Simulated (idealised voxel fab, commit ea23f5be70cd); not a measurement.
Proc. module: voxel self aligned vias
For reference, the cross-section in this document is cut, with width 285 nm and square cells of 5 nm.
The cross-sections in this document take the form of a grid made of square cells. They are written out as bands, in order from top to bottom. Each band consists of one or more rows of cells. Band entry format. Leading values: height of top, height of bottom, nm. Remainder: materials in left-to-right order, each with its width in nm. Special words: "everywhere" on a single material, which then fills the band edge to edge; "air", empty space. Beneath 0, the wafer as received is one material, and that level is where height counting begins. The lowest band goes on downward without a bottom; it is written like "0 nm and below". Quick explanation for "30..40": the width changes in equal steps down the rows of cells, from the first number in the band's top row to the second number in its bottom row. Take "remained the same" at face value: in the step it is given for, the cross-section changed in none of its cells. "Cavities, sealed": empty spaces of 8 cells or more with no open way to the top, each given as width x height at distance, distance from the left edge, all in nm. The remark found on a step's line after its settings is issued by the simulator itself and pertains to that step. Among the settings permitted on a step's line is "overlay nm"; applied to a step with a mask, it specifies the extent to which the mask lay to the right of its planned position, whereas a negative figure signifies a position to the left.
STEPS IN THE PROCESS PLAN
step 1: RECEIVE | material Si
step 2: CONFORMAL_DEP | material SiO2 | thk nm 10
step 3: CONFORMAL_DEP | material SiCN | thk nm 5
step 4: DIRECTIONAL_DEP | material lowk | thk nm 30
step 5: MASKED_ETCH | tone open | mask id LINES | width nm 30 | pitch nm 75 | etch materials lowk | depth nm 30 | overlay nm 0
step 6: CONFORMAL_DEP | material TiN | thk nm 5
step 7: FILL_DEP | material Ru | thk nm 5
step 8: CMP | height nm 45
step 9: SELECTIVE_ETCH | etch materials W Ru TiN | depth nm 5
step 10: FILL_DEP | material SiN | thk nm 5
step 11: CMP | height nm 45
step 12: DIRECTIONAL_DEP | material lowk | thk nm 20
step 13: MASKED_ETCH | tone open | mask id VIAS | width nm 50 | pitch nm 75 | etch materials lowk | depth nm 20 | overlay nm 0
step 14: MASKED_ETCH | tone open | mask id VIAS | width nm 50 | pitch nm 75 | etch materials SiN | depth nm 5 | overlay nm 0
step 15: CONFORMAL_DEP | material TiN | thk nm 5
step 16: FILL_DEP | material Cu | thk nm 5
step 17: CMP | height nm 65
step 18: CONFORMAL_DEP | material SiCN | thk nm 5
DELIVERED WAFER IN CROSS-SECTION: STATE AFTER STEP 1
	0 nm and below: Si everywhere
	Cavities, sealed: none
FIRST WAFER OF TWO, SECTIONED AT END OF MODULE; RUN WENT PER PLAN
	70 nm to 65 nm: SiCN everywhere
	65 nm to 50 nm: lowk 80 nm, TiN 5 nm, Cu 40 nm, TiN 5 nm, lowk 25 nm, TiN 5 nm, Cu 40 nm, TiN 5 nm, lowk 80 nm
	50 nm to 45 nm: lowk 80 nm, TiN 15 nm, Cu 20 nm, TiN 15 nm, lowk 25 nm, TiN 15 nm, Cu 20 nm, TiN 15 nm, lowk 80 nm
	45 nm to 40 nm: lowk 90 nm, TiN 30 nm, lowk 45 nm, TiN 30 nm, lowk 90 nm
	40 nm to 20 nm: lowk 90 nm, TiN 5 nm, Ru 20 nm, TiN 5 nm, lowk 45 nm, TiN 5 nm, Ru 20 nm, TiN 5 nm, lowk 90 nm
	20 nm to 15 nm: lowk 90 nm, TiN 30 nm, lowk 45 nm, TiN 30 nm, lowk 90 nm
	15 nm to 10 nm: SiCN everywhere
	10 nm to 0 nm: SiO2 everywhere
	0 nm and below: Si everywhere
	Cavities, sealed: none
SECOND WAFER OF THE TWO, SECTIONED AT THE END OF THE MODULE. IT BEGAN LIKE THE FIRST AND FOLLOWED THE SAME PLAN, BUT ONE MISTAKE WAS MADE WHILE RUNNING IT
	70 nm to 65 nm: SiCN everywhere
	65 nm to 45 nm: lowk 80 nm, TiN 5 nm, Cu 40 nm, TiN 5 nm, lowk 25 nm, TiN 5 nm, Cu 40 nm, TiN 5 nm, lowk 80 nm
	45 nm to 40 nm: lowk 80 nm, TiN 50 nm, lowk 25 nm, TiN 50 nm, lowk 80 nm
	40 nm to 25 nm: lowk 80 nm, TiN 15 nm, Ru 20 nm, TiN 15 nm, lowk 25 nm, TiN 15 nm, Ru 20 nm, TiN 15 nm, lowk 80 nm
	25 nm to 20 nm: lowk 90 nm, TiN 5 nm, Ru 20 nm, TiN 5 nm, lowk 45 nm, TiN 5 nm, Ru 20 nm, TiN 5 nm, lowk 90 nm
	20 nm to 15 nm: lowk 90 nm, TiN 30 nm, lowk 45 nm, TiN 30 nm, lowk 90 nm
	15 nm to 10 nm: SiCN everywhere
	10 nm to 0 nm: SiO2 everywhere
	0 nm and below: Si everywhere
	Cavities, sealed: none
It is concluded that the wafer was processed incorrectly with respect to the plan, in that regarding the plan, step 13 was run twice
Final tally in cells, some materials are higher or lower on the second wafer than on the first: Cu +8; TiN +24; lowk -32
